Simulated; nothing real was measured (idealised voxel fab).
process module | voxel air gaps
cross-section cut | 300 nm wide | cells 5 nm
A cross-section is a grid of square cells, given in bands from the top down. A band is one or more rows of cells.
Each band's line starts with the height of the band's top and of its bottom, in nm. Then come its materials from left to right, each with its width in nm. One material with "throughout" fills the band from edge to edge. "air" is empty space.
Height 0 is the level under which the wafer as received is all one material. The lowest band goes on downwards, as in "0 down".
A width such as "30 to 40" changes by the same amount from each row of cells to the next, from the band's top row to its bottom row.
"no change" after a step means that no cell of the cross-section changed.
closed voids: empty space of 8 cells or more with no open way to the top, each as width x height at its distance from the left edge, in nm
after a step's settings: what the simulator itself notes on the step
overlay nm, on a step with a mask: how far to the right of its planned place the mask lay; to the left if negative
plan
1 op RECEIVE | material Si
2 op CONFORMAL_DEP | material SiO2 | thk nm 10
3 op CONFORMAL_DEP | material SiCN | thk nm 5
4 op DIRECTIONAL_DEP | material SiO2 | thk nm 40
5 op MASKED_ETCH | tone open | mask id LINES | width nm 25 | pitch nm 50 | etch materials SiO2 | depth nm 40 | overlay nm -15
6 op CONFORMAL_DEP | material TiN | thk nm 5
7 op FILL_DEP | material Ru | thk nm 10
8 op CMP | height nm 55
9 op EPI | material Ru | thk nm 10
10 op SELECTIVE_ETCH | etch materials SiO2 | depth nm 50
11 op CONFORMAL_DEP | material SiCN | thk nm 5
varied across the wafers: overlay nm of step 5. The plan shows the first wafer's value. All wafers start alike
first wafer as received, after step 1
  0 down: Si throughout
  closed voids: none
each wafer at the end: cells of each material gained (+) or lost (-) since it was received, then its closed voids
overlay nm -15 | +117 Ru | +196 SiCN | +120 SiO2 | +57 TiN | closed voids: 15 x 30 at 100; 15 x 30 at 150
overlay nm -10 | +117 Ru | +196 SiCN | +120 SiO2 | +57 TiN | closed voids: 15 x 30 at 105; 15 x 30 at 155
overlay nm -5 | +117 Ru | +196 SiCN | +120 SiO2 | +57 TiN | closed voids: 15 x 30 at 110; 15 x 30 at 160
overlay nm 0 | +117 Ru | +196 SiCN | +120 SiO2 | +57 TiN | closed voids: 15 x 30 at 115; 15 x 30 at 165
overlay nm 5 | +117 Ru | +196 SiCN | +120 SiO2 | +57 TiN | closed voids: 15 x 30 at 120; 15 x 30 at 170
overlay nm 10 | +117 Ru | +196 SiCN | +120 SiO2 | +57 TiN | closed voids: 15 x 30 at 125; 15 x 30 at 175
overlay nm 15 | +117 Ru | +196 SiCN | +120 SiO2 | +57 TiN | closed voids: 15 x 30 at 130; 15 x 30 at 180
